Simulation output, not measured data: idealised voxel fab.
Module name: voxel transistor to metal (process module)
Section cut is 210 nm wide and gridded with 5 nm square cells.
Cross-section format: a grid of square cells, given as bands from top to bottom; each band is one or more rows of cells. Top height, bottom height, nm. Materials left to right, width each, nm. Single material + "all across" = fills band edge to edge. "empty" = empty. Below 0: as-received wafer, all one material; heights counted from there. Lowest band: no bottom, goes on down, written "top 0, no bottom". So if you see something like "30->40" for the width, read it as the top row of the band sitting at the first number and the bottom row at the second, with every row in between moving by the same amount as the last. Basically "nothing got changed" means that step didn't change any cell in the cross-section. "Encapsulated voids": empty spaces of 8 cells or more with no open way to the top, each given as width x height at distance, distance from the left edge, all in nm. What comes after the settings on a step's line is commentary from the simulator itself on that step. A step line may carry the setting "overlay nm", which, for steps involving a mask, states the distance by which the mask lay to the right of its intended position; negative values denote displacement to the left.

**Intended process steps**
1 RECEIVE,material Si
2 OXIDIZE,depth nm 5
3 CONFORMAL_DEP,material SiN,thk nm 15
4 PATTERN,tone cover,mask id ACTIVE,material resist,width nm 115,thk nm 15,overlay nm 0
5 DIRECTIONAL_ETCH,etch materials SiN,depth nm 15
6 DIRECTIONAL_ETCH,etch materials SiO2,depth nm 5
7 DIRECTIONAL_ETCH,etch materials Si,depth nm 30
8 STRIP,etch materials resist
9 OXIDIZE,depth nm 5
10 FILL_DEP,material SiO2,thk nm 10
11 CMP,height nm 15
12 SELECTIVE_ETCH,etch materials SiO2,depth nm 10
13 STRIP,etch materials SiN
14 SELECTIVE_ETCH,etch materials SiO2,depth nm 5
15 OXIDIZE,depth nm 5
16 DIRECTIONAL_DEP,material polySi,thk nm 20
17 DIRECTIONAL_DEP,material SiCN,thk nm 15
18 DIRECTIONAL_DEP,material aC,thk nm 10
19 PATTERN,tone cover,mask id GATE,material resist,width nm 25,thk nm 25,overlay nm 0
20 DIRECTIONAL_ETCH,etch materials aC,depth nm 10
21 STRIP,etch materials resist
22 DIRECTIONAL_ETCH,etch materials SiCN,depth nm 25
23 DIRECTIONAL_ETCH,etch materials polySi,depth nm 30
24 STRIP,etch materials aC
25 CONFORMAL_DEP,material SiO2,thk nm 5
26 DIRECTIONAL_ETCH,etch materials SiO2,depth nm 5
27 CONFORMAL_DEP,material SiN,thk nm 5
28 DIRECTIONAL_ETCH,etch materials SiN,depth nm 5
29 DIRECTIONAL_ETCH,etch materials SiO2,depth nm 5
30 DIRECTIONAL_ETCH,etch materials Si,depth nm 5
31 EPI,material SiGe,thk nm 10
32 FILL_DEP,material SiO2,thk nm 5
33 CMP,height nm 30
34 DIRECTIONAL_DEP,material SiO2,thk nm 10
35 DIRECTIONAL_DEP,material aC,thk nm 10
36 PATTERN,tone open,mask id CONTACT,material resist,width nm 35,pitch nm 70,thk nm 30,overlay nm 0
37 DIRECTIONAL_ETCH,etch materials aC,depth nm 10
38 STRIP,etch materials resist
39 DIRECTIONAL_ETCH,etch materials SiO2,depth nm 45
40 STRIP,etch materials aC
41 CONFORMAL_DEP,material TiN,thk nm 5
42 FILL_DEP,material Ru,thk nm 5
43 CMP,height nm 40
44 DIRECTIONAL_DEP,material TiN,thk nm 5
45 DIRECTIONAL_DEP,material W,thk nm 15
46 MASKED_ETCH,tone cover,mask id METAL_1,width nm 20,pitch nm 85,etch materials W,depth nm 15,overlay nm 0
47 MASKED_ETCH,tone cover,mask id METAL_1,width nm 15,pitch nm 85,etch materials TiN,depth nm 5,overlay nm 0
48 CONFORMAL_DEP,material SiN,thk nm 5
49 FILL_DEP,material SiO2,thk nm 10
50 CMP,height nm 60
51 CONFORMAL_DEP,material SiCN,thk nm 5
52 DIRECTIONAL_DEP,material SiO2,thk nm 25
53 PATTERN,tone open,mask id METAL_2,material resist,width nm 20,pitch nm 85,thk nm 20,overlay nm 0
54 DIRECTIONAL_ETCH,etch materials SiO2,depth nm 15
55 STRIP,etch materials resist
56 PATTERN,tone open,mask id METAL_2_HOLES,material resist,width nm 15,pitch nm 85,thk nm 20,overlay nm 0
57 DIRECTIONAL_ETCH,etch materials SiO2,depth nm 10
58 DIRECTIONAL_ETCH,etch materials SiCN,depth nm 5
59 STRIP,etch materials resist
60 CONFORMAL_DEP,material TiN,thk nm 5
61 FILL_DEP,material Cu,thk nm 5
62 CMP,height nm 90
63 CONFORMAL_DEP,material SiN,thk nm 5
The wafers in this document start out alike and differ in the width nm applied at step 47; the plan shows the value used for the first wafer.

**Received wafers, first of several: cross-section after step 1**
	top 0, no bottom | Si all across
	Encapsulated voids: none

**Wafer rows, end of module: cells per material gained (+) or lost (-) since receipt; closed voids last**
width nm 15 | +14 Cu | +62 Ru | -222 Si | +51 SiCN | +28 SiGe | +104 SiN | +635 SiO2 | +82 TiN | +24 W | +20 polySi | Encapsulated voids: none
width nm 20 | +14 Cu | +62 Ru | -222 Si | +51 SiCN | +28 SiGe | +104 SiN | +635 SiO2 | +82 TiN | +24 W | +20 polySi | Encapsulated voids: none
width nm 25 | +14 Cu | +62 Ru | -222 Si | +51 SiCN | +28 SiGe | +104 SiN | +633 SiO2 | +84 TiN | +24 W | +20 polySi | Encapsulated voids: none
width nm 30 | +14 Cu | +62 Ru | -222 Si | +51 SiCN | +28 SiGe | +104 SiN | +631 SiO2 | +86 TiN | +24 W | +20 polySi | Encapsulated voids: none
width nm 35 | +14 Cu | +62 Ru | -222 Si | +51 SiCN | +28 SiGe | +104 SiN | +629 SiO2 | +88 TiN | +24 W | +20 polySi | Encapsulated voids: none
